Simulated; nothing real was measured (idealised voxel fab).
Title: Process Module voxel gate over fins
Section shown: cut. Width: 155 nm. Cell size: 5 nm, square.
A cross-section in this document is a grid of square cells, and it is written down as bands, the top band listed before the ones below it; a band is made up of one or more rows of cells.
Per band: top height and bottom height in nm, followed by the left-to-right materials and their widths in nm; "edge to edge" marks a single material spanning edge to edge, "air" marks empty space.
Height is counted from the level 0, under which the received wafer is composed throughout of one material. The lowest of the bands is not closed at the bottom but continues downward, in the notation "0 nm and below".
So if you see something like "30 to 40" for the width, read it as the top row of the band sitting at the first number and the bottom row at the second, with every row in between moving by the same amount as the last.
Key: "nothing different" - step with no changed cell in the cross-section.
Under "Enclosed void listing" you'll find the enclosed gaps, the ones with no way out to the top, that are 8 cells or bigger; each reads width x height at distance, with distance counted from the left edge, everything in nm.
It should be noted that, on the line of a given step, the content following the step's settings is a remark produced by the simulator itself with respect to that step.
overlay nm: mask offset rightward from planned place, masked step; negative means leftward offset.

The planned process steps are enumerated hereunder
1) RECEIVE: material Si
2) CONFORMAL_DEP: material SiN, thk nm 10
3) MASKED_ETCH: tone cover, mask id FINS, width nm 15, pitch nm 40, etch materials SiN, depth nm 10, overlay nm 0
4) MASKED_ETCH: tone cover, mask id FINS, width nm 15, pitch nm 40, etch materials Si, depth nm 40, overlay nm 0
5) OXIDIZE: depth nm 5
6) FILL_DEP: material SiO2, thk nm 10
7) CMP: height nm 10
8) SELECTIVE_ETCH: etch materials SiO2, depth nm 25
9) STRIP: etch materials SiN
10) CONFORMAL_DEP: material HfO2, thk nm 5
11) CONFORMAL_DEP: material TiN, thk nm 5
12) CONFORMAL_DEP: material TiAl, thk nm 5
13) CONFORMAL_DEP: material TiN, thk nm 5
14) FILL_DEP: material W, thk nm 10
15) CMP: height nm 25
16) CONFORMAL_DEP: material SiCN, thk nm 5

Cross-section of the wafer as it came to us, i.e., already through step 1
	0 nm and below  Si edge to edge
	Enclosed void listing: none

As-planned run: cross-section of the first of two wafers at end of module
	30 nm to 25 nm  SiCN edge to edge
	25 nm to 20 nm  W edge to edge
	20 nm to 15 nm  W (35), then TiN (85), then W (35)
	15 nm to 10 nm  W (35), then TiN (5), then TiAl (35), then TiN (5), then TiAl (35), then TiN (5), then W (35)
	10 nm to 5 nm  W (35), then TiN (5), then TiAl (5), then TiN (25), then TiAl (5), then TiN (5), then TiAl (5), then TiN (25), then TiAl (5), then TiN (5), then W (35)
	5 nm to 0 nm  TiN (40), then TiAl (5), then TiN (5), then HfO2 (15), then TiN (5), then TiAl (5), then TiN (5), then TiAl (5), then TiN (5), then HfO2 (15), then TiN (5), then TiAl (5), then TiN (40)
	0 nm to -5 nm  TiAl (45), then TiN (5), then HfO2 (5), then Si (5), then HfO2 (5), then TiN (5), then TiAl (15), then TiN (5), then HfO2 (5), then Si (5), then HfO2 (5), then TiN (5), then TiAl (45)
	-5 nm to -10 nm  TiN (50), then HfO2 (5), then Si (5), then HfO2 (5), then TiN (25), then HfO2 (5), then Si (5), then HfO2 (5), then TiN (50)
	-10 nm to -15 nm  HfO2 (55), then Si (5), then HfO2 (35), then Si (5), then HfO2 (55)
	-15 nm to -45 nm  SiO2 (55), then Si (5), then SiO2 (35), then Si (5), then SiO2 (55)
	-45 nm and below  Si edge to edge
	Enclosed void listing: none

This is the second of the two wafers, cross-sectioned at the end of the module; it started exactly like the first and was given the same plan, but it was run with one mistake
	30 nm to 25 nm  SiCN edge to edge
	25 nm to 20 nm  W edge to edge
	20 nm to 15 nm  W (35), then TiN (85), then W (35)
	15 nm to 10 nm  W (35), then TiN (5), then TiAl (35), then TiN (5), then TiAl (35), then TiN (5), then W (35)
	10 nm to 5 nm  W (35), then TiN (5), then TiAl (5), then TiN (25), then TiAl (5), then TiN (5), then TiAl (5), then TiN (25), then TiAl (5), then TiN (5), then W (35)
	5 nm to 0 nm  W (35), then TiN (5), then TiAl (5), then TiN (5), then HfO2 (15), then TiN (5), then TiAl (5), then TiN (5), then TiAl (5), then TiN (5), then HfO2 (15), then TiN (5), then TiAl (5), then TiN (5), then W (35)
	0 nm to -20 nm  W (35), then TiN (5), then TiAl (5), then TiN (5), then HfO2 (5), then Si (5), then HfO2 (5), then TiN (5), then TiAl (5), then TiN (5), then TiAl (5), then TiN (5), then HfO2 (5), then Si (5), then HfO2 (5), then TiN (5), then TiAl (5), then TiN (5), then W (35)
	-20 nm to -25 nm  TiN (40), then TiAl (5), then TiN (5), then HfO2 (5), then Si (5), then HfO2 (5), then TiN (5), then TiAl (5), then TiN (5), then TiAl (5), then TiN (5), then HfO2 (5), then Si (5), then HfO2 (5), then TiN (5), then TiAl (5), then TiN (40)
	-25 nm to -30 nm  TiAl (45), then TiN (5), then HfO2 (5), then Si (5), then HfO2 (5), then TiN (5), then TiAl (15), then TiN (5), then HfO2 (5), then Si (5), then HfO2 (5), then TiN (5), then TiAl (45)
	-30 nm to -35 nm  TiN (50), then HfO2 (5), then Si (5), then HfO2 (5), then TiN (25), then HfO2 (5), then Si (5), then HfO2 (5), then TiN (50)
	-35 nm to -40 nm  HfO2 (55), then Si (5), then HfO2 (35), then Si (5), then HfO2 (55)
	-40 nm to -45 nm  SiO2 (55), then Si (5), then SiO2 (35), then Si (5), then SiO2 (55)
	-45 nm and below  Si edge to edge
	Enclosed void listing: none
The mistake made against the process plan was this: yeah, plan step 8 got run twice
Final difference in cells, second wafer against first, listed per material as more or fewer: 20 more of HfO2 | 145 fewer of SiO2 | 20 more of TiAl | 35 more of TiN | 70 more of W
